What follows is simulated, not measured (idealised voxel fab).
The process module that follows is named voxel ribs on slabs.
Pictured: cross-section cut, 155 nm wide, on a grid of 5 nm square cells.
A cross-section is a grid of square cells, given in bands from the top down. A band is one or more rows of cells. What a band's entry tells you: where the top is and where the bottom is, as heights in nm, and after that what lies inside, material by material from left to right, each with its width in nm. Empty space is written as the word "empty", and a single material marked with the word "throughout" occupies the band from edge to edge. Measure heights from 0. That's the level where, below it, the as-received wafer is all one material. The lowest band is bottomless and extends downward; write it as in "0 down". Width spec "30->40" -> top row of cells at first value, bottom row at second value, equal per-row change in between. The cross-section has no changed cell in any step marked "nothing got changed". Empty spaces without an open route to the top, at least 8 cells in extent, make up the entry "Closed cavities"; each is given as width x height at distance, where the distance is measured from the left edge, and all are in nm. What comes after the settings on a step's line is commentary from the simulator itself on that step. The optional step-line setting "overlay nm" applies to steps with a mask and quantifies how far to the right of its planned location the mask lay, a negative value indicating leftward placement.

## Listed below are the process steps as planned
1 RECEIVE, material Si
2 DIRECTIONAL_DEP, material SiO2, thk nm 25
3 DIRECTIONAL_DEP, material SiN, thk nm 20
4 PATTERN, tone cover, mask id RIB, material resist, width nm 20, thk nm 20, overlay nm 0
5 DIRECTIONAL_ETCH, etch materials SiN, depth nm 10
6 STRIP, etch materials resist
7 MASKED_ETCH, tone cover, mask id SLAB, width nm 60, etch materials SiN, depth nm 10, overlay nm 0
8 FILL_DEP, material SiO2, thk nm 25
9 CMP, height nm 60
10 DIRECTIONAL_DEP, material TiN, thk nm 5
11 MASKED_ETCH, tone cover, mask id HEATER, width nm 30, etch materials TiN, depth nm 5, overlay nm 0
12 CONFORMAL_DEP, material SiO2, thk nm 5

## Cross-section of the wafer upon arrival, representing the state reached after step 1
	0 down = Si throughout
	Closed cavities: none

## Cross-sectional view of the first of the two wafers upon completion of the module, processed in accordance with the plan
	70 to 65 = empty (55), SiO2 (40), empty (60)
	65 to 60 = SiO2 (60), TiN (30), SiO2 (65)
	60 to 45 = SiO2 throughout
	45 to 35 = SiO2 (65), SiN (20), SiO2 (70)
	35 to 25 = SiO2 (45), SiN (60), SiO2 (50)
	25 to 0 = SiO2 throughout
	0 down = Si throughout
	Closed cavities: none

## Wafer two, sectioned after the module: the first wafer's start, the first wafer's plan, and one mistake in how it was run
	70 to 65 = empty (55), SiO2 (40), empty (60)
	65 to 60 = SiO2 (60), TiN (30), SiO2 (65)
	60 to 35 = SiO2 throughout
	35 to 25 = SiO2 (45), SiN (20), SiO2 (20), SiN (20), SiO2 (50)
	25 to 0 = SiO2 throughout
	0 down = Si throughout
	Closed cavities: none
Processing error: the run placed steps 3 and 4 each in the position the plan gave to the other
Final cells, second wafer relative to first, materials higher or lower: SiN -16 | SiO2 +16
